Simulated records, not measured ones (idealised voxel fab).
This section sets out a process module, namely voxel transistor to metal.
FYI the section here is cut, 285 nm wide, cells are 5 nm squares.
Reading order for cross-sections: top band down to bottom band. Underlying form: a grid of square cells. Band size: one or more rows of cells.
Top height, bottom height, nm. Materials left to right, width each, nm. Single material + "all across" = fills band edge to edge. "empty" = empty.
The level at which height equals 0 is the one under which the wafer, as it arrives, is entirely one material. No lower edge exists for the bottom band, which continues downward and is notated as in "0 and below".
Width spec "30 to 40" -> top row of cells at first value, bottom row at second value, equal per-row change in between.
"stayed the same" -> step changed no cross-section cell.
"Enclosed empty spaces" - sealed voids, min. 8 cells, no opening to top; format: width x height at distance (distance from left edge; nm throughout).
Whatever follows a step's settings on its line is a remark the simulator itself makes about that step.
A step's line can hold "overlay nm"; with a mask on that step, the setting says how far right of the planned place the mask lay, while a negative setting says it lay to the left.

-- List of planned process steps
1,op RECEIVE | material Si
2,op CONFORMAL_DEP | material SiO2 | thk nm 5
3,op CONFORMAL_DEP | material SiN | thk nm 10
4,op PATTERN | tone cover | mask id ACTIVE | material resist | width nm 110 | pitch nm 135 | thk nm 20 | overlay nm 0
5,op DIRECTIONAL_ETCH | etch materials SiN | depth nm 10
6,op DIRECTIONAL_ETCH | etch materials SiO2 | depth nm 5
7,op DIRECTIONAL_ETCH | etch materials Si | depth nm 25
8,op STRIP | etch materials resist
9,op FILL_DEP | material SiO2 | thk nm 5
10,op CMP | height nm 15
11,op SELECTIVE_ETCH | etch materials SiO2 | depth nm 5
12,op STRIP | etch materials SiN
13,op SELECTIVE_ETCH | etch materials SiO2 | depth nm 5
14,op OXIDIZE | depth nm 5
15,op DIRECTIONAL_DEP | material polySi | thk nm 30
16,op DIRECTIONAL_DEP | material SiCN | thk nm 10
17,op MASKED_ETCH | tone cover | mask id GATE | width nm 20 | pitch nm 135 | etch materials SiCN | depth nm 20 | overlay nm 0
18,op MASKED_ETCH | tone cover | mask id GATE | width nm 20 | pitch nm 135 | etch materials polySi | depth nm 40 | overlay nm 0
19,op CONFORMAL_DEP | material SiO2 | thk nm 5
20,op DIRECTIONAL_ETCH | etch materials SiO2 | depth nm 5
21,op CONFORMAL_DEP | material SiN | thk nm 10
22,op DIRECTIONAL_ETCH | etch materials SiN | depth nm 10
23,op DIRECTIONAL_ETCH | etch materials SiO2 | depth nm 5
24,op EPI | material SiGe | thk nm 5
25,op FILL_DEP | material SiO2 | thk nm 5
26,op CMP | height nm 40
27,op DIRECTIONAL_DEP | material SiO2 | thk nm 15
28,op PATTERN | tone open | mask id CONTACT | material resist | width nm 30 | thk nm 20 | overlay nm 0
29,op DIRECTIONAL_ETCH | etch materials SiO2 | depth nm 55
30,op STRIP | etch materials resist
31,op CONFORMAL_DEP | material TiN | thk nm 5
32,op FILL_DEP | material W | thk nm 5
33,op CMP | height nm 55
34,op DIRECTIONAL_DEP | material TiN | thk nm 5
35,op DIRECTIONAL_DEP | material Ru | thk nm 25
36,op PATTERN | tone cover | mask id METAL_1 | material resist | width nm 20 | thk nm 15 | overlay nm 0
37,op DIRECTIONAL_ETCH | etch materials Ru | depth nm 25
38,op DIRECTIONAL_ETCH | etch materials TiN | depth nm 5
39,op STRIP | etch materials resist
40,op FILL_DEP | material SiO2 | thk nm 5
41,op CMP | height nm 85
42,op CONFORMAL_DEP | material SiCN | thk nm 5

-- On the first of the two wafers: run conducted according to plan

-- Cross-sectional view of the wafer in its as-received condition, corresponding to the state after step 1
> 0 and below = Si all across
> Enclosed empty spaces: none

-- Step 2 complete: cross-section through the wafer
> 5 down to 0 = SiO2 all across
> Below 0 it's all the same as before, nothing changed down there.

-- Step 3 complete: cross-section through the wafer
> 15 down to 5 = SiN all across
> Below 5 it's all the same as before, nothing changed down there.

-- Step 4 complete: cross-section through the wafer
> 35 down to 15 = empty 20 / resist 110 / empty 25 / resist 110 / empty 20
> Below 15 it's all the same as before, nothing changed down there.

-- Step 5 complete: cross-section through the wafer
> 35 down to 15 = empty 20 / resist 110 / empty 25 / resist 110 / empty 20
> 15 down to 5 = empty 20 / SiN 110 / empty 25 / SiN 110 / empty 20
> Below 5 it's all the same as before, nothing changed down there.

-- Step 6 complete: cross-section through the wafer
> 35 down to 15 = empty 20 / resist 110 / empty 25 / resist 110 / empty 20
> 15 down to 5 = empty 20 / SiN 110 / empty 25 / SiN 110 / empty 20
> 5 down to 0 = empty 20 / SiO2 110 / empty 25 / SiO2 110 / empty 20
> Below 0 it's all the same as before, nothing changed down there.

-- Step 7 complete: cross-section through the wafer
> 35 down to 15 = empty 20 / resist 110 / empty 25 / resist 110 / empty 20
> 15 down to 5 = empty 20 / SiN 110 / empty 25 / SiN 110 / empty 20
> 5 down to 0 = empty 20 / SiO2 110 / empty 25 / SiO2 110 / empty 20
> 0 down to -25 = empty 20 / Si 110 / empty 25 / Si 110 / empty 20
> Below -25 it's all the same as before, nothing changed down there.

-- Step 8 complete: cross-section through the wafer
> 15 down to 5 = empty 20 / SiN 110 / empty 25 / SiN 110 / empty 20
> Below 5 it's all the same as before, nothing changed down there.

-- Step 9 complete: cross-section through the wafer
> 20 down to 15 = SiO2 all across
> 15 down to 5 = SiO2 20 / SiN 110 / SiO2 25 / SiN 110 / SiO2 20
> 5 down to 0 = SiO2 all across
> 0 down to -25 = SiO2 20 / Si 110 / SiO2 25 / Si 110 / SiO2 20
> Below -25 it's all the same as before, nothing changed down there.

-- Step 10 complete: cross-section through the wafer
> 15 down to 5 = SiO2 20 / SiN 110 / SiO2 25 / SiN 110 / SiO2 20
> Below 5 it's all the same as before, nothing changed down there.

-- Step 11 complete: cross-section through the wafer
> 15 down to 10 = empty 20 / SiN 110 / empty 25 / SiN 110 / empty 20
> Below 10 it's all the same as before, nothing changed down there.

-- Step 12 complete: cross-section through the wafer
> 10 down to 5 = SiO2 20 / empty 110 / SiO2 25 / empty 110 / SiO2 20
> Below 5 it's all the same as before, nothing changed down there.

-- Step 13 complete: cross-section through the wafer
> 5 down to 0 = SiO2 15 / empty 120 / SiO2 15 / empty 120 / SiO2 15
> Below 0 it's all the same as before, nothing changed down there.

-- Step 14 complete: cross-section through the wafer
> 5 down to 0 = SiO2 15 / empty 120 / SiO2 15 / empty 120 / SiO2 15
> 0 down to -5 = SiO2 all across
> Below -5 it's all the same as before, nothing changed down there.

-- Step 15 complete: cross-section through the wafer
> 35 down to 30 = polySi 15 / empty 120 / polySi 15 / empty 120 / polySi 15
> 30 down to 5 = polySi all across
> 5 down to 0 = SiO2 15 / polySi 120 / SiO2 15 / polySi 120 / SiO2 15
> Below 0 it's all the same as before, nothing changed down there.

-- Step 16 complete: cross-section through the wafer
> 45 down to 40 = SiCN 15 / empty 120 / SiCN 15 / empty 120 / SiCN 15
> 40 down to 35 = SiCN all across
> 35 down to 30 = polySi 15 / SiCN 120 / polySi 15 / SiCN 120 / polySi 15
> Below 30 it's all the same as before, nothing changed down there.

-- Step 17 complete: cross-section through the wafer
> 40 down to 35 = empty 65 / SiCN 20 / empty 115 / SiCN 20 / empty 65
> 35 down to 30 = polySi 15 / empty 50 / SiCN 20 / empty 50 / polySi 15 / empty 50 / SiCN 20 / empty 50 / polySi 15
> Below 30 it's all the same as before, nothing changed down there.

-- Step 18 complete: cross-section through the wafer
> 40 down to 30 = empty 65 / SiCN 20 / empty 115 / SiCN 20 / empty 65
> 30 down to 5 = empty 65 / polySi 20 / empty 115 / polySi 20 / empty 65
> 5 down to 0 = SiO2 15 / empty 50 / polySi 20 / empty 50 / SiO2 15 / empty 50 / polySi 20 / empty 50 / SiO2 15
> Below 0 it's all the same as before, nothing changed down there.

-- Step 19 complete: cross-section through the wafer
> 45 down to 40 = empty 60 / SiO2 30 / empty 105 / SiO2 30 / empty 60
> 40 down to 30 = empty 60 / SiO2 5 / SiCN 20 / SiO2 5 / empty 105 / SiO2 5 / SiCN 20 / SiO2 5 / empty 60
> 30 down to 10 = empty 60 / SiO2 5 / polySi 20 / SiO2 5 / empty 105 / SiO2 5 / polySi 20 / SiO2 5 / empty 60
> 10 down to 5 = SiO2 20 / empty 40 / SiO2 5 / polySi 20 / SiO2 5 / empty 40 / SiO2 25 / empty 40 / SiO2 5 / polySi 20 / SiO2 5 / empty 40 / SiO2 20
> 5 down to 0 = SiO2 65 / polySi 20 / SiO2 115 / polySi 20 / SiO2 65
> Below 0 it's all the same as before, nothing changed down there.

-- Step 20 complete: cross-section through the wafer
> 40 down to 30 = empty 60 / SiO2 5 / SiCN 20 / SiO2 5 / empty 105 / SiO2 5 / SiCN 20 / SiO2 5 / empty 60
> 30 down to 5 = empty 60 / SiO2 5 / polySi 20 / SiO2 5 / empty 105 / SiO2 5 / polySi 20 / SiO2 5 / empty 60
> 5 down to 0 = SiO2 20 / empty 40 / SiO2 5 / polySi 20 / SiO2 5 / empty 40 / SiO2 25 / empty 40 / SiO2 5 / polySi 20 / SiO2 5 / empty 40 / SiO2 20
> Below 0 it's all the same as before, nothing changed down there.

-- Step 21 complete: cross-section through the wafer
> 50 down to 40 = empty 50 / SiN 50 / empty 85 / SiN 50 / empty 50
> 40 down to 30 = empty 50 / SiN 10 / SiO2 5 / SiCN 20 / SiO2 5 / SiN 10 / empty 85 / SiN 10 / SiO2 5 / SiCN 20 / SiO2 5 / SiN 10 / empty 50
> 30 down to 15 = empty 50 / SiN 10 / SiO2 5 / polySi 20 / SiO2 5 / SiN 10 / empty 85 / SiN 10 / SiO2 5 / polySi 20 / SiO2 5 / SiN 10 / empty 50
> 15 down to 10 = SiN 30 / empty 20 / SiN 10 / SiO2 5 / polySi 20 / SiO2 5 / SiN 10 / empty 20 / SiN 45 / empty 20 / SiN 10 / SiO2 5 / polySi 20 / SiO2 5 / SiN 10 / empty 20 / SiN 30
> 10 down to 5 = SiN 60 / SiO2 5 / polySi 20 / SiO2 5 / SiN 105 / SiO2 5 / polySi 20 / SiO2 5 / SiN 60
> 5 down to 0 = SiO2 20 / SiN 40 / SiO2 5 / polySi 20 / SiO2 5 / SiN 40 / SiO2 25 / SiN 40 / SiO2 5 / polySi 20 / SiO2 5 / SiN 40 / SiO2 20
> Below 0 it's all the same as before, nothing changed down there.

-- Step 22 complete: cross-section through the wafer
> 40 down to 30 = empty 50 / SiN 10 / SiO2 5 / SiCN 20 / SiO2 5 / SiN 10 / empty 85 / SiN 10 / SiO2 5 / SiCN 20 / SiO2 5 / SiN 10 / empty 50
> 30 down to 5 = empty 50 / SiN 10 / SiO2 5 / polySi 20 / SiO2 5 / SiN 10 / empty 85 / SiN 10 / SiO2 5 / polySi 20 / SiO2 5 / SiN 10 / empty 50
> 5 down to 0 = SiO2 20 / SiN 10 / empty 20 / SiN 10 / SiO2 5 / polySi 20 / SiO2 5 / SiN 10 / empty 20 / SiN 10 / SiO2 25 / SiN 10 / empty 20 / SiN 10 / SiO2 5 / polySi 20 / SiO2 5 / SiN 10 / empty 20 / SiN 10 / SiO2 20
> Below 0 it's all the same as before, nothing changed down there.

-- Step 23 complete: cross-section through the wafer
> 40 down to 35 = empty 50 / SiN 10 / empty 5 / SiCN 20 / empty 5 / SiN 10 / empty 85 / SiN 10 / empty 5 / SiCN 20 / empty 5 / SiN 10 / empty 50
> 35 down to 30 = empty 50 / SiN 10 / SiO2 5 / SiCN 20 / SiO2 5 / SiN 10 / empty 85 / SiN 10 / SiO2 5 / SiCN 20 / SiO2 5 / SiN 10 / empty 50
> 30 down to 5 = empty 50 / SiN 10 / SiO2 5 / polySi 20 / SiO2 5 / SiN 10 / empty 85 / SiN 10 / SiO2 5 / polySi 20 / SiO2 5 / SiN 10 / empty 50
> 5 down to 0 = empty 20 / SiN 10 / empty 20 / SiN 10 / SiO2 5 / polySi 20 / SiO2 5 / SiN 10 / empty 20 / SiN 10 / empty 25 / SiN 10 / empty 20 / SiN 10 / SiO2 5 / polySi 20 / SiO2 5 / SiN 10 / empty 20 / SiN 10 / empty 20
> 0 down to -5 = SiO2 30 / empty 20 / SiO2 50 / empty 20 / SiO2 45 / empty 20 / SiO2 50 / empty 20 / SiO2 30
> Below -5 it's all the same as before, nothing changed down there.

-- Step 24 complete: cross-section through the wafer
> 40 down to 35 = empty 50 / SiN 10 / empty 5 / SiCN 20 / empty 5 / SiN 10 / empty 85 / SiN 10 / empty 5 / SiCN 20 / empty 5 / SiN 10 / empty 50
> 35 down to 30 = empty 50 / SiN 10 / SiO2 5 / SiCN 20 / SiO2 5 / SiN 10 / empty 85 / SiN 10 / SiO2 5 / SiCN 20 / SiO2 5 / SiN 10 / empty 50
> 30 down to 5 = empty 50 / SiN 10 / SiO2 5 / polySi 20 / SiO2 5 / SiN 10 / empty 85 / SiN 10 / SiO2 5 / polySi 20 / SiO2 5 / SiN 10 / empty 50
> 5 down to 0 = empty 20 / SiN 10 / empty 20 / SiN 10 / SiO2 5 / polySi 20 / SiO2 5 / SiN 10 / empty 20 / SiN 10 / empty 25 / SiN 10 / empty 20 / SiN 10 / SiO2 5 / polySi 20 / SiO2 5 / SiN 10 / empty 20 / SiN 10 / empty 20
> 0 down to -5 = SiO2 30 / SiGe 20 / SiO2 50 / SiGe 20 / SiO2 45 / SiGe 20 / SiO2 50 / SiGe 20 / SiO2 30
> Below -5 it's all the same as before, nothing changed down there.

-- Step 25 complete: cross-section through the wafer
> 45 down to 40 = SiO2 all across
> 40 down to 30 = SiO2 50 / SiN 10 / SiO2 5 / SiCN 20 / SiO2 5 / SiN 10 / SiO2 85 / SiN 10 / SiO2 5 / SiCN 20 / SiO2 5 / SiN 10 / SiO2 50
> 30 down to 5 = SiO2 50 / SiN 10 / SiO2 5 / polySi 20 / SiO2 5 / SiN 10 / SiO2 85 / SiN 10 / SiO2 5 / polySi 20 / SiO2 5 / SiN 10 / SiO2 50
> 5 down to 0 = SiO2 20 / SiN 10 / SiO2 20 / SiN 10 / SiO2 5 / polySi 20 / SiO2 5 / SiN 10 / SiO2 20 / SiN 10 / SiO2 25 / SiN 10 / SiO2 20 / SiN 10 / SiO2 5 / polySi 20 / SiO2 5 / SiN 10 / SiO2 20 / SiN 10 / SiO2 20
> Below 0 it's all the same as before, nothing changed down there.

-- Step 26 complete: cross-section through the wafer
> 40 down to 30 = SiO2 50 / SiN 10 / SiO2 5 / SiCN 20 / SiO2 5 / SiN 10 / SiO2 85 / SiN 10 / SiO2 5 / SiCN 20 / SiO2 5 / SiN 10 / SiO2 50
> Below 30 it's all the same as before, nothing changed down there.

-- Step 27 complete: cross-section through the wafer
> 55 down to 40 = SiO2 all across
> Below 40 it's all the same as before, nothing changed down there.

-- Step 28 complete: cross-section through the wafer
> 75 down to 55 = resist 30 / empty 30 / resist 30 / empty 30 / resist 45 / empty 30 / resist 30 / empty 30 / resist 30
> Below 55 it's all the same as before, nothing changed down there.

-- Step 29 complete: cross-section through the wafer
> 75 down to 55 = resist 30 / empty 30 / resist 30 / empty 30 / resist 45 / empty 30 / resist 30 / empty 30 / resist 30
> 55 down to 40 = SiO2 30 / empty 30 / SiO2 30 / empty 30 / SiO2 45 / empty 30 / SiO2 30 / empty 30 / SiO2 30
> 40 down to 30 = SiO2 30 / empty 20 / SiN 10 / SiO2 5 / SiCN 20 / SiO2 5 / SiN 10 / empty 20 / SiO2 45 / empty 20 / SiN 10 / SiO2 5 / SiCN 20 / SiO2 5 / SiN 10 / empty 20 / SiO2 30
> 30 down to 5 = SiO2 30 / empty 20 / SiN 10 / SiO2 5 / polySi 20 / SiO2 5 / SiN 10 / empty 20 / SiO2 45 / empty 20 / SiN 10 / SiO2 5 / polySi 20 / SiO2 5 / SiN 10 / empty 20 / SiO2 30
> 5 down to 0 = SiO2 20 / SiN 10 / empty 20 / SiN 10 / SiO2 5 / polySi 20 / SiO2 5 / SiN 10 / empty 20 / SiN 10 / SiO2 25 / SiN 10 / empty 20 / SiN 10 / SiO2 5 / polySi 20 / SiO2 5 / SiN 10 / empty 20 / SiN 10 / SiO2 20
> Below 0 it's all the same as before, nothing changed down there.

-- Step 30 complete: cross-section through the wafer
> 55 down to 40 = SiO2 30 / empty 30 / SiO2 30 / empty 30 / SiO2 45 / empty 30 / SiO2 30 / empty 30 / SiO2 30
> Below 40 it's all the same as before, nothing changed down there.

-- Step 31 complete: cross-section through the wafer
> 60 down to 55 = TiN 35 / empty 20 / TiN 40 / empty 20 / TiN 55 / empty 20 / TiN 40 / empty 20 / TiN 35
> 55 down to 45 = SiO2 30 / TiN 5 / empty 20 / TiN 5 / SiO2 30 / TiN 5 / empty 20 / TiN 5 / SiO2 45 / TiN 5 / empty 20 / TiN 5 / SiO2 30 / TiN 5 / empty 20 / TiN 5 / SiO2 30
> 45 down to 40 = SiO2 30 / TiN 5 / empty 10 / TiN 15 / SiO2 30 / TiN 15 / empty 10 / TiN 5 / SiO2 45 / TiN 5 / empty 10 / TiN 15 / SiO2 30 / TiN 15 / empty 10 / TiN 5 / SiO2 30
> 40 down to 30 = SiO2 30 / TiN 5 / empty 10 / TiN 5 / SiN 10 / SiO2 5 / SiCN 20 / SiO2 5 / SiN 10 / TiN 5 / empty 10 / TiN 5 / SiO2 45 / TiN 5 / empty 10 / TiN 5 / SiN 10 / SiO2 5 / SiCN 20 / SiO2 5 / SiN 10 / TiN 5 / empty 10 / TiN 5 / SiO2 30
> 30 down to 5 = SiO2 30 / TiN 5 / empty 10 / TiN 5 / SiN 10 / SiO2 5 / polySi 20 / SiO2 5 / SiN 10 / TiN 5 / empty 10 / TiN 5 / SiO2 45 / TiN 5 / empty 10 / TiN 5 / SiN 10 / SiO2 5 / polySi 20 / SiO2 5 / SiN 10 / TiN 5 / empty 10 / TiN 5 / SiO2 30
> 5 down to 0 = SiO2 20 / SiN 10 / TiN 20 / SiN 10 / SiO2 5 / polySi 20 / SiO2 5 / SiN 10 / TiN 20 / SiN 10 / SiO2 25 / SiN 10 / TiN 20 / SiN 10 / SiO2 5 / polySi 20 / SiO2 5 / SiN 10 / TiN 20 / SiN 10 / SiO2 20
> Below 0 it's all the same as before, nothing changed down there.

-- Step 32 complete: cross-section through the wafer
> 65 down to 60 = W all across
> 60 down to 55 = TiN 35 / W 20 / TiN 40 / W 20 / TiN 55 / W 20 / TiN 40 / W 20 / TiN 35
> 55 down to 45 = SiO2 30 / TiN 5 / W 20 / TiN 5 / SiO2 30 / TiN 5 / W 20 / TiN 5 / SiO2 45 / TiN 5 / W 20 / TiN 5 / SiO2 30 / TiN 5 / W 20 / TiN 5 / SiO2 30
> 45 down to 40 = SiO2 30 / TiN 5 / W 10 / TiN 15 / SiO2 30 / TiN 15 / W 10 / TiN 5 / SiO2 45 / TiN 5 / W 10 / TiN 15 / SiO2 30 / TiN 15 / W 10 / TiN 5 / SiO2 30
> 40 down to 30 = SiO2 30 / TiN 5 / W 10 / TiN 5 / SiN 10 / SiO2 5 / SiCN 20 / SiO2 5 / SiN 10 / TiN 5 / W 10 / TiN 5 / SiO2 45 / TiN 5 / W 10 / TiN 5 / SiN 10 / SiO2 5 / SiCN 20 / SiO2 5 / SiN 10 / TiN 5 / W 10 / TiN 5 / SiO2 30
> 30 down to 5 = SiO2 30 / TiN 5 / W 10 / TiN 5 / SiN 10 / SiO2 5 / polySi 20 / SiO2 5 / SiN 10 / TiN 5 / W 10 / TiN 5 / SiO2 45 / TiN 5 / W 10 / TiN 5 / SiN 10 / SiO2 5 / polySi 20 / SiO2 5 / SiN 10 / TiN 5 / W 10 / TiN 5 / SiO2 30
> Below 5 it's all the same as before, nothing changed down there.

-- Step 33 complete: cross-section through the wafer
> 55 down to 45 = SiO2 30 / TiN 5 / W 20 / TiN 5 / SiO2 30 / TiN 5 / W 20 / TiN 5 / SiO2 45 / TiN 5 / W 20 / TiN 5 / SiO2 30 / TiN 5 / W 20 / TiN 5 / SiO2 30
> Below 45 it's all the same as before, nothing changed down there.

-- Step 34 complete: cross-section through the wafer
> 60 down to 55 = TiN all across
> Below 55 it's all the same as before, nothing changed down there.

-- Step 35 complete: cross-section through the wafer
> 85 down to 60 = Ru all across
> Below 60 it's all the same as before, nothing changed down there.

-- Step 36 complete: cross-section through the wafer
> 100 down to 85 = empty 30 / resist 20 / empty 50 / resist 20 / empty 45 / resist 20 / empty 50 / resist 20 / empty 30
> Below 85 it's all the same as before, nothing changed down there.

-- Step 37 complete: cross-section through the wafer
> 100 down to 85 = empty 30 / resist 20 / empty 50 / resist 20 / empty 45 / resist 20 / empty 50 / resist 20 / empty 30
> 85 down to 60 = empty 30 / Ru 20 / empty 50 / Ru 20 / empty 45 / Ru 20 / empty 50 / Ru 20 / empty 30
> Below 60 it's all the same as before, nothing changed down there.

-- Step 38 complete: cross-section through the wafer
> 100 down to 85 = empty 30 / resist 20 / empty 50 / resist 20 / empty 45 / resist 20 / empty 50 / resist 20 / empty 30
> 85 down to 60 = empty 30 / Ru 20 / empty 50 / Ru 20 / empty 45 / Ru 20 / empty 50 / Ru 20 / empty 30
> 60 down to 55 = empty 30 / TiN 20 / empty 50 / TiN 20 / empty 45 / TiN 20 / empty 50 / TiN 20 / empty 30
> Below 55 it's all the same as before, nothing changed down there.

-- Step 39 complete: cross-section through the wafer
> 85 down to 60 = empty 30 / Ru 20 / empty 50 / Ru 20 / empty 45 / Ru 20 / empty 50 / Ru 20 / empty 30
> Below 60 it's all the same as before, nothing changed down there.

-- Step 40 complete: cross-section through the wafer
> 90 down to 85 = SiO2 all across
> 85 down to 60 = SiO2 30 / Ru 20 / SiO2 50 / Ru 20 / SiO2 45 / Ru 20 / SiO2 50 / Ru 20 / SiO2 30
> 60 down to 55 = SiO2 30 / TiN 20 / SiO2 50 / TiN 20 / SiO2 45 / TiN 20 / SiO2 50 / TiN 20 / SiO2 30
> Below 55 it's all the same as before, nothing changed down there.

-- Step 41 complete: cross-section through the wafer
> 85 down to 60 = SiO2 30 / Ru 20 / SiO2 50 / Ru 20 / SiO2 45 / Ru 20 / SiO2 50 / Ru 20 / SiO2 30
> Below 60 it's all the same as before, nothing changed down there.

-- Step 42 complete: cross-section through the wafer
> 90 down to 85 = SiCN all across
> Below 85 it's all the same as before, nothing changed down there.

-- Second wafer, same starting conditions and recipe as the first, one mistake in executing it, nothing differs from the first up to and including step 26

-- Second wafer profile in section, at the moment step 27 of the plan was meant to be complete
> 70 down to 40 = SiO2 all across
> Below 40 it's all the same as before, nothing changed down there.

-- Second wafer profile in section, at the moment step 28 of the plan was meant to be complete
> 90 down to 70 = resist 30 / empty 30 / resist 30 / empty 30 / resist 45 / empty 30 / resist 30 / empty 30 / resist 30
> Below 70 it's all the same as before, nothing changed down there.

-- Second wafer profile in section, at the moment step 29 of the plan was meant to be complete
> 90 down to 70 = resist 30 / empty 30 / resist 30 / empty 30 / resist 45 / empty 30 / resist 30 / empty 30 / resist 30
> 70 down to 40 = SiO2 30 / empty 30 / SiO2 30 / empty 30 / SiO2 45 / empty 30 / SiO2 30 / empty 30 / SiO2 30
> 40 down to 30 = SiO2 30 / empty 20 / SiN 10 / SiO2 5 / SiCN 20 / SiO2 5 / SiN 10 / empty 20 / SiO2 45 / empty 20 / SiN 10 / SiO2 5 / SiCN 20 / SiO2 5 / SiN 10 / empty 20 / SiO2 30
> 30 down to 15 = SiO2 30 / empty 20 / SiN 10 / SiO2 5 / polySi 20 / SiO2 5 / SiN 10 / empty 20 / SiO2 45 / empty 20 / SiN 10 / SiO2 5 / polySi 20 / SiO2 5 / SiN 10 / empty 20 / SiO2 30
> Below 15 it's all the same as before, nothing changed down there.

-- Second wafer profile in section, at the moment step 30 of the plan was meant to be complete
> 70 down to 40 = SiO2 30 / empty 30 / SiO2 30 / empty 30 / SiO2 45 / empty 30 / SiO2 30 / empty 30 / SiO2 30
> Below 40 it's all the same as before, nothing changed down there.

-- Second wafer profile in section, at the moment step 31 of the plan was meant to be complete
> 75 down to 70 = TiN 35 / empty 20 / TiN 40 / empty 20 / TiN 55 / empty 20 / TiN 40 / empty 20 / TiN 35
> 70 down to 45 = SiO2 30 / TiN 5 / empty 20 / TiN 5 / SiO2 30 / TiN 5 / empty 20 / TiN 5 / SiO2 45 / TiN 5 / empty 20 / TiN 5 / SiO2 30 / TiN 5 / empty 20 / TiN 5 / SiO2 30
> 45 down to 40 = SiO2 30 / TiN 5 / empty 10 / TiN 15 / SiO2 30 / TiN 15 / empty 10 / TiN 5 / SiO2 45 / TiN 5 / empty 10 / TiN 15 / SiO2 30 / TiN 15 / empty 10 / TiN 5 / SiO2 30
> 40 down to 30 = SiO2 30 / TiN 5 / empty 10 / TiN 5 / SiN 10 / SiO2 5 / SiCN 20 / SiO2 5 / SiN 10 / TiN 5 / empty 10 / TiN 5 / SiO2 45 / TiN 5 / empty 10 / TiN 5 / SiN 10 / SiO2 5 / SiCN 20 / SiO2 5 / SiN 10 / TiN 5 / empty 10 / TiN 5 / SiO2 30
> 30 down to 20 = SiO2 30 / TiN 5 / empty 10 / TiN 5 / SiN 10 / SiO2 5 / polySi 20 / SiO2 5 / SiN 10 / TiN 5 / empty 10 / TiN 5 / SiO2 45 / TiN 5 / empty 10 / TiN 5 / SiN 10 / SiO2 5 / polySi 20 / SiO2 5 / SiN 10 / TiN 5 / empty 10 / TiN 5 / SiO2 30
> 20 down to 15 = SiO2 30 / TiN 20 / SiN 10 / SiO2 5 / polySi 20 / SiO2 5 / SiN 10 / TiN 20 / SiO2 45 / TiN 20 / SiN 10 / SiO2 5 / polySi 20 / SiO2 5 / SiN 10 / TiN 20 / SiO2 30
> Below 15 it's all the same as before, nothing changed down there.

-- Second wafer profile in section, at the moment step 32 of the plan was meant to be complete
> 80 down to 75 = W all across
> 75 down to 70 = TiN 35 / W 20 / TiN 40 / W 20 / TiN 55 / W 20 / TiN 40 / W 20 / TiN 35
> 70 down to 45 = SiO2 30 / TiN 5 / W 20 / TiN 5 / SiO2 30 / TiN 5 / W 20 / TiN 5 / SiO2 45 / TiN 5 / W 20 / TiN 5 / SiO2 30 / TiN 5 / W 20 / TiN 5 / SiO2 30
> 45 down to 40 = SiO2 30 / TiN 5 / W 10 / TiN 15 / SiO2 30 / TiN 15 / W 10 / TiN 5 / SiO2 45 / TiN 5 / W 10 / TiN 15 / SiO2 30 / TiN 15 / W 10 / TiN 5 / SiO2 30
> 40 down to 30 = SiO2 30 / TiN 5 / W 10 / TiN 5 / SiN 10 / SiO2 5 / SiCN 20 / SiO2 5 / SiN 10 / TiN 5 / W 10 / TiN 5 / SiO2 45 / TiN 5 / W 10 / TiN 5 / SiN 10 / SiO2 5 / SiCN 20 / SiO2 5 / SiN 10 / TiN 5 / W 10 / TiN 5 / SiO2 30
> 30 down to 20 = SiO2 30 / TiN 5 / W 10 / TiN 5 / SiN 10 / SiO2 5 / polySi 20 / SiO2 5 / SiN 10 / TiN 5 / W 10 / TiN 5 / SiO2 45 / TiN 5 / W 10 / TiN 5 / SiN 10 / SiO2 5 / polySi 20 / SiO2 5 / SiN 10 / TiN 5 / W 10 / TiN 5 / SiO2 30
> Below 20 it's all the same as before, nothing changed down there.

-- Second wafer profile in section, at the moment step 33 of the plan was meant to be complete
> 55 down to 45 = SiO2 30 / TiN 5 / W 20 / TiN 5 / SiO2 30 / TiN 5 / W 20 / TiN 5 / SiO2 45 / TiN 5 / W 20 / TiN 5 / SiO2 30 / TiN 5 / W 20 / TiN 5 / SiO2 30
> Below 45 it's all the same as before, nothing changed down there.

-- Second wafer profile in section, at the moment step 34 of the plan was meant to be complete
> 60 down to 55 = TiN all across
> Below 55 it's all the same as before, nothing changed down there.

-- Second wafer profile in section, at the moment step 35 of the plan was meant to be complete
> 85 down to 60 = Ru all across
> Below 60 it's all the same as before, nothing changed down there.

-- Second wafer profile in section, at the moment step 36 of the plan was meant to be complete
> 100 down to 85 = empty 30 / resist 20 / empty 50 / resist 20 / empty 45 / resist 20 / empty 50 / resist 20 / empty 30
> Below 85 it's all the same as before, nothing changed down there.

-- Second wafer profile in section, at the moment step 37 of the plan was meant to be complete
> 100 down to 85 = empty 30 / resist 20 / empty 50 / resist 20 / empty 45 / resist 20 / empty 50 / resist 20 / empty 30
> 85 down to 60 = empty 30 / Ru 20 / empty 50 / Ru 20 / empty 45 / Ru 20 / empty 50 / Ru 20 / empty 30
> Below 60 it's all the same as before, nothing changed down there.

-- Second wafer profile in section, at the moment step 38 of the plan was meant to be complete
> 100 down to 85 = empty 30 / resist 20 / empty 50 / resist 20 / empty 45 / resist 20 / empty 50 / resist 20 / empty 30
> 85 down to 60 = empty 30 / Ru 20 / empty 50 / Ru 20 / empty 45 / Ru 20 / empty 50 / Ru 20 / empty 30
> 60 down to 55 = empty 30 / TiN 20 / empty 50 / TiN 20 / empty 45 / TiN 20 / empty 50 / TiN 20 / empty 30
> Below 55 it's all the same as before, nothing changed down there.

-- Second wafer profile in section, at the moment step 39 of the plan was meant to be complete
> 85 down to 60 = empty 30 / Ru 20 / empty 50 / Ru 20 / empty 45 / Ru 20 / empty 50 / Ru 20 / empty 30
> Below 60 it's all the same as before, nothing changed down there.

-- Second wafer profile in section, at the moment step 40 of the plan was meant to be complete
> 90 down to 85 = SiO2 all across
> 85 down to 60 = SiO2 30 / Ru 20 / SiO2 50 / Ru 20 / SiO2 45 / Ru 20 / SiO2 50 / Ru 20 / SiO2 30
> 60 down to 55 = SiO2 30 / TiN 20 / SiO2 50 / TiN 20 / SiO2 45 / TiN 20 / SiO2 50 / TiN 20 / SiO2 30
> Below 55 it's all the same as before, nothing changed down there.

-- Second wafer profile in section, at the moment step 41 of the plan was meant to be complete
> 85 down to 60 = SiO2 30 / Ru 20 / SiO2 50 / Ru 20 / SiO2 45 / Ru 20 / SiO2 50 / Ru 20 / SiO2 30
> Below 60 it's all the same as before, nothing changed down there.

-- Second wafer profile in section, at the moment step 42 of the plan was meant to be complete
> 90 down to 85 = SiCN all across
> Below 85 it's all the same as before, nothing changed down there.
Here's what went sideways: step 27 of the plan was twice carried out
Materials where the second wafer ends with more or fewer cells than the first: SiO2: 48 more | TiN: 24 fewer | W: 24 fewer
